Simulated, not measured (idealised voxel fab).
Herein follows the process module entitled voxel wiring stack.
cross-section cut | 165 nm wide | cells 5 nm
Cross-sections here: square-cell grids, written as top-down lists of bands, a band being one or more rows of cells.
It is stipulated that each band's entry specify, in nanometres, the height of the top of the band and then that of its bottom, followed by the materials of the band in left-to-right sequence, each together with its width in nanometres. A single material marked by the word "edge to edge" is understood to fill the band from edge to edge; the word "air" is understood to denote empty space.
Note: height 0 marks the level under which the wafer is uniformly one material as received. Lowest band unbounded below, written "0 -> down".
So if you see something like "30 to 40" for the width, read it as the top row of the band sitting at the first number and the bottom row at the second, with every row in between moving by the same amount as the last.
When a step is marked "all unchanged", none of the cells in the cross-section changed during that step.
Any empty space of 8 cells or more lacking an open way to the top shows up in "Sealed internal voids" as width x height at distance, distance from the left edge, in nm.
The remark found on a step's line after its settings is issued by the simulator itself and pertains to that step.
What "overlay nm" on a step's line means: if the step has a mask, that mask lay this far to the right of its planned place, or, when the value is negative, to the left.
Here's what the planned process steps look like:
1. RECEIVE | material Si
2. CONFORMAL_DEP | material SiO2 | thk nm 15
3. DIRECTIONAL_DEP | material TiN | thk nm 5
4. DIRECTIONAL_DEP | material W | thk nm 15
5. PATTERN | tone cover | mask id METAL_1 | material resist | width nm 30 | pitch nm 50 | thk nm 15 | overlay nm 0
6. DIRECTIONAL_ETCH | etch materials W | depth nm 15
7. DIRECTIONAL_ETCH | etch materials TiN | depth nm 5
8. STRIP | etch materials resist
9. FILL_DEP | material lowk | thk nm 5
10. CMP | height nm 35
11. CONFORMAL_DEP | material SiCN | thk nm 5
12. DIRECTIONAL_DEP | material SiO2 | thk nm 25
13. MASKED_ETCH | tone open | mask id METAL_2_HOLES | width nm 15 | pitch nm 50 | etch materials SiO2 | depth nm 25 | overlay nm 0
14. PATTERN | tone open | mask id METAL_2 | material resist | width nm 30 | pitch nm 50 | thk nm 15 | overlay nm 0
15. DIRECTIONAL_ETCH | etch materials SiO2 | depth nm 15
16. DIRECTIONAL_ETCH | etch materials SiCN | depth nm 5
17. STRIP | etch materials resist
18. CONFORMAL_DEP | material TiN | thk nm 5
19. FILL_DEP | material Cu | thk nm 5
20. CMP | height nm 65
21. CONFORMAL_DEP | material SiCN | thk nm 5
22. DIRECTIONAL_DEP | material lowk | thk nm 20
23. PATTERN | tone open | mask id PLUG_2 | material resist | width nm 15 | pitch nm 50 | thk nm 15 | overlay nm 0
24. DIRECTIONAL_ETCH | etch materials lowk | depth nm 20
25. DIRECTIONAL_ETCH | etch materials SiCN | depth nm 5
26. STRIP | etch materials resist
27. EPI | material Ru | thk nm 10
28. EPI | material Ru | thk nm 10
29. EPI | material Ru | thk nm 5
30. DIRECTIONAL_DEP | material TiN | thk nm 5
31. DIRECTIONAL_DEP | material Ru | thk nm 20
32. MASKED_ETCH | tone cover | mask id METAL_3 | width nm 30 | pitch nm 50 | etch materials Ru | depth nm 20 | overlay nm 0
33. MASKED_ETCH | tone cover | mask id METAL_3 | width nm 30 | pitch nm 50 | etch materials TiN | depth nm 5 | overlay nm 0
34. FILL_DEP | material SiO2 | thk nm 5
35. CMP | height nm 115
36. CONFORMAL_DEP | material SiCN | thk nm 5
Concerning the first of two wafers, which was run in accordance with the plan:
Delivered wafer in cross-section: state after step 1:
    0 -> down  Si edge to edge
    Sealed internal voids: none
So this is the wafer cross-section right after step 2:
    15 -> 0  SiO2 edge to edge
    Whatever lies below 0 is exactly as it was before.
So this is the wafer cross-section right after step 3:
    20 -> 15  TiN edge to edge
    Whatever lies below 15 is exactly as it was before.
So this is the wafer cross-section right after step 4:
    35 -> 20  W edge to edge
    Whatever lies below 20 is exactly as it was before.
So this is the wafer cross-section right after step 5:
    50 -> 35  40 nm air / 30 nm resist / 20 nm air / 30 nm resist / 45 nm air
    Whatever lies below 35 is exactly as it was before.
So this is the wafer cross-section right after step 6:
    50 -> 35  40 nm air / 30 nm resist / 20 nm air / 30 nm resist / 45 nm air
    35 -> 20  40 nm air / 30 nm W / 20 nm air / 30 nm W / 45 nm air
    Whatever lies below 20 is exactly as it was before.
So this is the wafer cross-section right after step 7:
    50 -> 35  40 nm air / 30 nm resist / 20 nm air / 30 nm resist / 45 nm air
    35 -> 20  40 nm air / 30 nm W / 20 nm air / 30 nm W / 45 nm air
    20 -> 15  40 nm air / 30 nm TiN / 20 nm air / 30 nm TiN / 45 nm air
    Whatever lies below 15 is exactly as it was before.
So this is the wafer cross-section right after step 8:
    35 -> 20  40 nm air / 30 nm W / 20 nm air / 30 nm W / 45 nm air
    Whatever lies below 20 is exactly as it was before.
So this is the wafer cross-section right after step 9:
    40 -> 35  lowk edge to edge
    35 -> 20  40 nm lowk / 30 nm W / 20 nm lowk / 30 nm W / 45 nm lowk
    20 -> 15  40 nm lowk / 30 nm TiN / 20 nm lowk / 30 nm TiN / 45 nm lowk
    Whatever lies below 15 is exactly as it was before.
So this is the wafer cross-section right after step 10:
    35 -> 20  40 nm lowk / 30 nm W / 20 nm lowk / 30 nm W / 45 nm lowk
    Whatever lies below 20 is exactly as it was before.
So this is the wafer cross-section right after step 11:
    40 -> 35  SiCN edge to edge
    Whatever lies below 35 is exactly as it was before.
So this is the wafer cross-section right after step 12:
    65 -> 40  SiO2 edge to edge
    Whatever lies below 40 is exactly as it was before.
So this is the wafer cross-section right after step 13:
    65 -> 40  40 nm SiO2 / 15 nm air / 35 nm SiO2 / 15 nm air / 60 nm SiO2
    Whatever lies below 40 is exactly as it was before.
So this is the wafer cross-section right after step 14:
    80 -> 65  40 nm resist / 30 nm air / 20 nm resist / 30 nm air / 45 nm resist
    Whatever lies below 65 is exactly as it was before.
So this is the wafer cross-section right after step 15:
    80 -> 65  40 nm resist / 30 nm air / 20 nm resist / 30 nm air / 45 nm resist
    65 -> 50  40 nm SiO2 / 30 nm air / 20 nm SiO2 / 30 nm air / 45 nm SiO2
    Whatever lies below 50 is exactly as it was before.
So this is the wafer cross-section right after step 16:
    80 -> 65  40 nm resist / 30 nm air / 20 nm resist / 30 nm air / 45 nm resist
    65 -> 50  40 nm SiO2 / 30 nm air / 20 nm SiO2 / 30 nm air / 45 nm SiO2
    50 -> 40  40 nm SiO2 / 15 nm air / 35 nm SiO2 / 15 nm air / 60 nm SiO2
    40 -> 35  40 nm SiCN / 15 nm air / 35 nm SiCN / 15 nm air / 60 nm SiCN
    Whatever lies below 35 is exactly as it was before.
So this is the wafer cross-section right after step 17:
    65 -> 50  40 nm SiO2 / 30 nm air / 20 nm SiO2 / 30 nm air / 45 nm SiO2
    Whatever lies below 50 is exactly as it was before.
So this is the wafer cross-section right after step 18:
    70 -> 65  45 nm TiN / 20 nm air / 30 nm TiN / 20 nm air / 50 nm TiN
    65 -> 55  40 nm SiO2 / 5 nm TiN / 20 nm air / 5 nm TiN / 20 nm SiO2 / 5 nm TiN / 20 nm air / 5 nm TiN / 45 nm SiO2
    55 -> 50  40 nm SiO2 / 5 nm TiN / 5 nm air / 20 nm TiN / 20 nm SiO2 / 5 nm TiN / 5 nm air / 20 nm TiN / 45 nm SiO2
    50 -> 40  40 nm SiO2 / 5 nm TiN / 5 nm air / 5 nm TiN / 35 nm SiO2 / 5 nm TiN / 5 nm air / 5 nm TiN / 60 nm SiO2
    40 -> 35  40 nm SiCN / 15 nm TiN / 35 nm SiCN / 15 nm TiN / 60 nm SiCN
    Whatever lies below 35 is exactly as it was before.
So this is the wafer cross-section right after step 19:
    75 -> 70  Cu edge to edge
    70 -> 65  45 nm TiN / 20 nm Cu / 30 nm TiN / 20 nm Cu / 50 nm TiN
    65 -> 55  40 nm SiO2 / 5 nm TiN / 20 nm Cu / 5 nm TiN / 20 nm SiO2 / 5 nm TiN / 20 nm Cu / 5 nm TiN / 45 nm SiO2
    55 -> 50  40 nm SiO2 / 5 nm TiN / 5 nm Cu / 20 nm TiN / 20 nm SiO2 / 5 nm TiN / 5 nm Cu / 20 nm TiN / 45 nm SiO2
    50 -> 40  40 nm SiO2 / 5 nm TiN / 5 nm Cu / 5 nm TiN / 35 nm SiO2 / 5 nm TiN / 5 nm Cu / 5 nm TiN / 60 nm SiO2
    Whatever lies below 40 is exactly as it was before.
So this is the wafer cross-section right after step 20:
    65 -> 55  40 nm SiO2 / 5 nm TiN / 20 nm Cu / 5 nm TiN / 20 nm SiO2 / 5 nm TiN / 20 nm Cu / 5 nm TiN / 45 nm SiO2
    Whatever lies below 55 is exactly as it was before.
So this is the wafer cross-section right after step 21:
    70 -> 65  SiCN edge to edge
    Whatever lies below 65 is exactly as it was before.
So this is the wafer cross-section right after step 22:
    90 -> 70  lowk edge to edge
    Whatever lies below 70 is exactly as it was before.
So this is the wafer cross-section right after step 23:
    105 -> 90  40 nm resist / 15 nm air / 35 nm resist / 15 nm air / 60 nm resist
    Whatever lies below 90 is exactly as it was before.
So this is the wafer cross-section right after step 24:
    105 -> 90  40 nm resist / 15 nm air / 35 nm resist / 15 nm air / 60 nm resist
    90 -> 70  40 nm lowk / 15 nm air / 35 nm lowk / 15 nm air / 60 nm lowk
    Whatever lies below 70 is exactly as it was before.
So this is the wafer cross-section right after step 25:
    105 -> 90  40 nm resist / 15 nm air / 35 nm resist / 15 nm air / 60 nm resist
    90 -> 70  40 nm lowk / 15 nm air / 35 nm lowk / 15 nm air / 60 nm lowk
    70 -> 65  40 nm SiCN / 15 nm air / 35 nm SiCN / 15 nm air / 60 nm SiCN
    Whatever lies below 65 is exactly as it was before.
So this is the wafer cross-section right after step 26:
    90 -> 70  40 nm lowk / 15 nm air / 35 nm lowk / 15 nm air / 60 nm lowk
    Whatever lies below 70 is exactly as it was before.
So this is the wafer cross-section right after step 27:
    90 -> 75  40 nm lowk / 15 nm air / 35 nm lowk / 15 nm air / 60 nm lowk
    75 -> 70  40 nm lowk / 15 nm Ru / 35 nm lowk / 15 nm Ru / 60 nm lowk
    70 -> 65  40 nm SiCN / 15 nm Ru / 35 nm SiCN / 15 nm Ru / 60 nm SiCN
    Whatever lies below 65 is exactly as it was before.
So this is the wafer cross-section right after step 28:
    90 -> 85  40 nm lowk / 15 nm air / 35 nm lowk / 15 nm air / 60 nm lowk
    85 -> 70  40 nm lowk / 15 nm Ru / 35 nm lowk / 15 nm Ru / 60 nm lowk
    Whatever lies below 70 is exactly as it was before.
So this is the wafer cross-section right after step 29:
    90 -> 70  40 nm lowk / 15 nm Ru / 35 nm lowk / 15 nm Ru / 60 nm lowk
    Whatever lies below 70 is exactly as it was before.
So this is the wafer cross-section right after step 30:
    95 -> 90  TiN edge to edge
    Whatever lies below 90 is exactly as it was before.
So this is the wafer cross-section right after step 31:
    115 -> 95  Ru edge to edge
    Whatever lies below 95 is exactly as it was before.
So this is the wafer cross-section right after step 32:
    115 -> 95  40 nm air / 30 nm Ru / 20 nm air / 30 nm Ru / 45 nm air
    Whatever lies below 95 is exactly as it was before.
So this is the wafer cross-section right after step 33:
    115 -> 95  40 nm air / 30 nm Ru / 20 nm air / 30 nm Ru / 45 nm air
    95 -> 90  40 nm air / 30 nm TiN / 20 nm air / 30 nm TiN / 45 nm air
    Whatever lies below 90 is exactly as it was before.
So this is the wafer cross-section right after step 34:
    120 -> 115  SiO2 edge to edge
    115 -> 95  40 nm SiO2 / 30 nm Ru / 20 nm SiO2 / 30 nm Ru / 45 nm SiO2
    95 -> 90  40 nm SiO2 / 30 nm TiN / 20 nm SiO2 / 30 nm TiN / 45 nm SiO2
    Whatever lies below 90 is exactly as it was before.
So this is the wafer cross-section right after step 35:
    115 -> 95  40 nm SiO2 / 30 nm Ru / 20 nm SiO2 / 30 nm Ru / 45 nm SiO2
    Whatever lies below 95 is exactly as it was before.
So this is the wafer cross-section right after step 36:
    120 -> 115  SiCN edge to edge
    Whatever lies below 115 is exactly as it was before.
Here the second wafer is described. Its start and its plan were those of the first wafer. Its run contained one mistake. Up to and including step 18, it did exactly what the first wafer did:
The second wafer in cross-section, at the planned close of step 19:
    75 -> 70  SiO2 edge to edge
    70 -> 65  45 nm TiN / 20 nm SiO2 / 30 nm TiN / 20 nm SiO2 / 50 nm TiN
    65 -> 55  40 nm SiO2 / 5 nm TiN / 20 nm SiO2 / 5 nm TiN / 20 nm SiO2 / 5 nm TiN / 20 nm SiO2 / 5 nm TiN / 45 nm SiO2
    55 -> 50  40 nm SiO2 / 5 nm TiN / 5 nm SiO2 / 20 nm TiN / 20 nm SiO2 / 5 nm TiN / 5 nm SiO2 / 20 nm TiN / 45 nm SiO2
    50 -> 40  40 nm SiO2 / 5 nm TiN / 5 nm SiO2 / 5 nm TiN / 35 nm SiO2 / 5 nm TiN / 5 nm SiO2 / 5 nm TiN / 60 nm SiO2
    Whatever lies below 40 is exactly as it was before.
The second wafer in cross-section, at the planned close of step 20:
    65 -> 55  40 nm SiO2 / 5 nm TiN / 20 nm SiO2 / 5 nm TiN / 20 nm SiO2 / 5 nm TiN / 20 nm SiO2 / 5 nm TiN / 45 nm SiO2
    Whatever lies below 55 is exactly as it was before.
The second wafer in cross-section, at the planned close of step 21:
    70 -> 65  SiCN edge to edge
    Whatever lies below 65 is exactly as it was before.
The second wafer in cross-section, at the planned close of step 22:
    90 -> 70  lowk edge to edge
    Whatever lies below 70 is exactly as it was before.
The second wafer in cross-section, at the planned close of step 23:
    105 -> 90  40 nm resist / 15 nm air / 35 nm resist / 15 nm air / 60 nm resist
    Whatever lies below 90 is exactly as it was before.
The second wafer in cross-section, at the planned close of step 24:
    105 -> 90  40 nm resist / 15 nm air / 35 nm resist / 15 nm air / 60 nm resist
    90 -> 70  40 nm lowk / 15 nm air / 35 nm lowk / 15 nm air / 60 nm lowk
    Whatever lies below 70 is exactly as it was before.
The second wafer in cross-section, at the planned close of step 25:
    105 -> 90  40 nm resist / 15 nm air / 35 nm resist / 15 nm air / 60 nm resist
    90 -> 70  40 nm lowk / 15 nm air / 35 nm lowk / 15 nm air / 60 nm lowk
    70 -> 65  40 nm SiCN / 15 nm air / 35 nm SiCN / 15 nm air / 60 nm SiCN
    Whatever lies below 65 is exactly as it was before.
The second wafer in cross-section, at the planned close of step 26:
    90 -> 70  40 nm lowk / 15 nm air / 35 nm lowk / 15 nm air / 60 nm lowk
    Whatever lies below 70 is exactly as it was before.
The second wafer in cross-section, at the planned close of step 27:
    90 -> 75  40 nm lowk / 15 nm air / 35 nm lowk / 15 nm air / 60 nm lowk
    75 -> 70  40 nm lowk / 15 nm Ru / 35 nm lowk / 15 nm Ru / 60 nm lowk
    70 -> 65  40 nm SiCN / 15 nm Ru / 35 nm SiCN / 15 nm Ru / 60 nm SiCN
    Whatever lies below 65 is exactly as it was before.
The second wafer in cross-section, at the planned close of step 28:
    90 -> 85  40 nm lowk / 15 nm air / 35 nm lowk / 15 nm air / 60 nm lowk
    85 -> 70  40 nm lowk / 15 nm Ru / 35 nm lowk / 15 nm Ru / 60 nm lowk
    Whatever lies below 70 is exactly as it was before.
The second wafer in cross-section, at the planned close of step 29:
    90 -> 70  40 nm lowk / 15 nm Ru / 35 nm lowk / 15 nm Ru / 60 nm lowk
    Whatever lies below 70 is exactly as it was before.
The second wafer in cross-section, at the planned close of step 30:
    95 -> 90  TiN edge to edge
    Whatever lies below 90 is exactly as it was before.
The second wafer in cross-section, at the planned close of step 31:
    115 -> 95  Ru edge to edge
    Whatever lies below 95 is exactly as it was before.
The second wafer in cross-section, at the planned close of step 32:
    115 -> 95  40 nm air / 30 nm Ru / 20 nm air / 30 nm Ru / 45 nm air
    Whatever lies below 95 is exactly as it was before.
The second wafer in cross-section, at the planned close of step 33:
    115 -> 95  40 nm air / 30 nm Ru / 20 nm air / 30 nm Ru / 45 nm air
    95 -> 90  40 nm air / 30 nm TiN / 20 nm air / 30 nm TiN / 45 nm air
    Whatever lies below 90 is exactly as it was before.
The second wafer in cross-section, at the planned close of step 34:
    120 -> 115  SiO2 edge to edge
    115 -> 95  40 nm SiO2 / 30 nm Ru / 20 nm SiO2 / 30 nm Ru / 45 nm SiO2
    95 -> 90  40 nm SiO2 / 30 nm TiN / 20 nm SiO2 / 30 nm TiN / 45 nm SiO2
    Whatever lies below 90 is exactly as it was before.
The second wafer in cross-section, at the planned close of step 35:
    115 -> 95  40 nm SiO2 / 30 nm Ru / 20 nm SiO2 / 30 nm Ru / 45 nm SiO2
    Whatever lies below 95 is exactly as it was before.
The second wafer in cross-section, at the planned close of step 36:
    120 -> 115  SiCN edge to edge
    Whatever lies below 115 is exactly as it was before.
Here's what went sideways: step 19 changed vs plan, executed as FILL_DEP | material SiO2 | thk nm 5
Wrapping up, a cell-based count of both wafers puts the second over or under the first for these materials: -22 Cu; +22 SiO2
